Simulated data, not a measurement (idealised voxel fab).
This section sets out a process module, namely voxel trench capacitor.
This is section cut - it's 205 nm across, gridded in 5 nm square cells.
Think of the cross-section as a grid of square cells. We describe it in bands, top to bottom, and each band covers one or more rows of those cells.
It is stipulated that each band's entry specify, in nanometres, the height of the top of the band and then that of its bottom, followed by the materials of the band in left-to-right sequence, each together with its width in nanometres. A single material marked by the word "full width" is understood to fill the band from edge to edge; the word "air" is understood to denote empty space.
Height 0 is the level under which the wafer as received is all one material. The lowest band goes on downwards, as in "top 0, no bottom".
The width entry "30..40" should be interpreted row by row: the top row of cells in the band takes the first number, the bottom row takes the second number, and the change between adjacent rows is uniform throughout.
Reading "nothing different" for a step: not a cell of the cross-section changed in it.
Empty spaces without an open route to the top, at least 8 cells in extent, make up the entry "closed voids"; each is given as width x height at distance, where the distance is measured from the left edge, and all are in nm.
Anything after a step's settings on that line? It's the simulator's own note about the step.
overlay nm, on a step with a mask: how far to the right of its planned place the mask lay; to the left if negative

Planned step list for the process
1) RECEIVE with material Si
2) CONFORMAL_DEP with material SiN, thk nm 5
3) DIRECTIONAL_DEP with material aC, thk nm 10
4) PATTERN with tone open, mask id TRENCH, material resist, width nm 20, pitch nm 50, thk nm 30, overlay nm 0
5) DIRECTIONAL_ETCH with etch materials aC, depth nm 10
6) STRIP with etch materials resist
7) DIRECTIONAL_ETCH with etch materials SiN, depth nm 5
8) DIRECTIONAL_ETCH with etch materials Si, depth nm 25
9) STRIP with etch materials aC
10) CONFORMAL_DEP with material Al2O3, thk nm 5
11) FILL_DEP with material polySi, thk nm 5
12) CMP with height nm 5

Of two wafers, the first: run according to plan

Step 1 complete: cross-section of the wafer as received
top 0, no bottom: Si full width
closed voids: none

Presented here is a cross-section of the wafer after step 2 has been performed
top 5, bottom 0: SiN full width
At heights below 0, the structure remains unaltered.

Presented here is a cross-section of the wafer after step 3 has been performed
top 15, bottom 5: aC full width
At heights below 5, the structure remains unaltered.

Presented here is a cross-section of the wafer after step 4 has been performed
top 45, bottom 15: resist=65, then air=20, then resist=30, then air=20, then resist=70
At heights below 15, the structure remains unaltered.

Presented here is a cross-section of the wafer after step 5 has been performed
top 35, bottom 15: resist=65, then air=20, then resist=30, then air=20, then resist=70
top 15, bottom 5: aC=65, then air=20, then aC=30, then air=20, then aC=70
At heights below 5, the structure remains unaltered.

Presented here is a cross-section of the wafer after step 6 has been performed
top 15, bottom 5: aC=65, then air=20, then aC=30, then air=20, then aC=70
At heights below 5, the structure remains unaltered.

Presented here is a cross-section of the wafer after step 7 has been performed
top 15, bottom 5: aC=65, then air=20, then aC=30, then air=20, then aC=70
top 5, bottom 0: SiN=65, then air=20, then SiN=30, then air=20, then SiN=70
At heights below 0, the structure remains unaltered.

Presented here is a cross-section of the wafer after step 8 has been performed
top 15, bottom 5: aC=65, then air=20, then aC=30, then air=20, then aC=70
top 5, bottom 0: SiN=65, then air=20, then SiN=30, then air=20, then SiN=70
top 0, bottom -25: Si=65, then air=20, then Si=30, then air=20, then Si=70
At heights below -25, the structure remains unaltered.

Presented here is a cross-section of the wafer after step 9 has been performed
top 5, bottom 0: SiN=65, then air=20, then SiN=30, then air=20, then SiN=70
At heights below 0, the structure remains unaltered.

Presented here is a cross-section of the wafer after step 10 has been performed
top 10, bottom 5: Al2O3=70, then air=10, then Al2O3=40, then air=10, then Al2O3=75
top 5, bottom 0: SiN=65, then Al2O3=5, then air=10, then Al2O3=5, then SiN=30, then Al2O3=5, then air=10, then Al2O3=5, then SiN=70
top 0, bottom -20: Si=65, then Al2O3=5, then air=10, then Al2O3=5, then Si=30, then Al2O3=5, then air=10, then Al2O3=5, then Si=70
top -20, bottom -25: Si=65, then Al2O3=20, then Si=30, then Al2O3=20, then Si=70
At heights below -25, the structure remains unaltered.

Presented here is a cross-section of the wafer after step 11 has been performed
top 15, bottom 10: polySi full width
top 10, bottom 5: Al2O3=70, then polySi=10, then Al2O3=40, then polySi=10, then Al2O3=75
top 5, bottom 0: SiN=65, then Al2O3=5, then polySi=10, then Al2O3=5, then SiN=30, then Al2O3=5, then polySi=10, then Al2O3=5, then SiN=70
top 0, bottom -20: Si=65, then Al2O3=5, then polySi=10, then Al2O3=5, then Si=30, then Al2O3=5, then polySi=10, then Al2O3=5, then Si=70
At heights below -20, the structure remains unaltered.

Presented here is a cross-section of the wafer after step 12 has been performed
top 5, bottom 0: SiN=65, then Al2O3=5, then polySi=10, then Al2O3=5, then SiN=30, then Al2O3=5, then polySi=10, then Al2O3=5, then SiN=70
At heights below 0, the structure remains unaltered.

Wafer two: like wafer one in start and plan, but with one mistake in execution; identical up to and including step 3

Second wafer profile in section, at the moment step 4 of the plan was meant to be complete
top 45, bottom 15: resist=65, then air=25, then resist=25, then air=25, then resist=65
At heights below 15, the structure remains unaltered.

Second wafer profile in section, at the moment step 5 of the plan was meant to be complete
top 35, bottom 15: resist=65, then air=25, then resist=25, then air=25, then resist=65
top 15, bottom 5: aC=65, then air=25, then aC=25, then air=25, then aC=65
At heights below 5, the structure remains unaltered.

Second wafer profile in section, at the moment step 6 of the plan was meant to be complete
top 15, bottom 5: aC=65, then air=25, then aC=25, then air=25, then aC=65
At heights below 5, the structure remains unaltered.

Second wafer profile in section, at the moment step 7 of the plan was meant to be complete
top 15, bottom 5: aC=65, then air=25, then aC=25, then air=25, then aC=65
top 5, bottom 0: SiN=65, then air=25, then SiN=25, then air=25, then SiN=65
At heights below 0, the structure remains unaltered.

Second wafer profile in section, at the moment step 8 of the plan was meant to be complete
top 15, bottom 5: aC=65, then air=25, then aC=25, then air=25, then aC=65
top 5, bottom 0: SiN=65, then air=25, then SiN=25, then air=25, then SiN=65
top 0, bottom -25: Si=65, then air=25, then Si=25, then air=25, then Si=65
At heights below -25, the structure remains unaltered.

Second wafer profile in section, at the moment step 9 of the plan was meant to be complete
top 5, bottom 0: SiN=65, then air=25, then SiN=25, then air=25, then SiN=65
At heights below 0, the structure remains unaltered.

Second wafer profile in section, at the moment step 10 of the plan was meant to be complete
top 10, bottom 5: Al2O3=70, then air=15, then Al2O3=35, then air=15, then Al2O3=70
top 5, bottom 0: SiN=65, then Al2O3=5, then air=15, then Al2O3=5, then SiN=25, then Al2O3=5, then air=15, then Al2O3=5, then SiN=65
top 0, bottom -20: Si=65, then Al2O3=5, then air=15, then Al2O3=5, then Si=25, then Al2O3=5, then air=15, then Al2O3=5, then Si=65
top -20, bottom -25: Si=65, then Al2O3=25, then Si=25, then Al2O3=25, then Si=65
At heights below -25, the structure remains unaltered.

Second wafer profile in section, at the moment step 11 of the plan was meant to be complete
top 15, bottom 10: polySi full width
top 10, bottom 5: Al2O3=70, then polySi=15, then Al2O3=35, then polySi=15, then Al2O3=70
top 5, bottom 0: SiN=65, then Al2O3=5, then polySi=15, then Al2O3=5, then SiN=25, then Al2O3=5, then polySi=15, then Al2O3=5, then SiN=65
top 0, bottom -20: Si=65, then Al2O3=5, then polySi=15, then Al2O3=5, then Si=25, then Al2O3=5, then polySi=15, then Al2O3=5, then Si=65
At heights below -20, the structure remains unaltered.

Second wafer profile in section, at the moment step 12 of the plan was meant to be complete
top 5, bottom 0: SiN=65, then Al2O3=5, then polySi=15, then Al2O3=5, then SiN=25, then Al2O3=5, then polySi=15, then Al2O3=5, then SiN=65
At heights below 0, the structure remains unaltered.
Want to know what went wrong? step 4: run off-plan, actual operation and settings PATTERN with tone open, mask id TRENCH, material resist, width nm 25, pitch nm 50, thk nm 30, overlay nm 0
Cell-count delta at end, second wafer over first, by material: Al2O3: 2 more, Si: 10 fewer, SiN: 2 fewer, polySi: 10 more
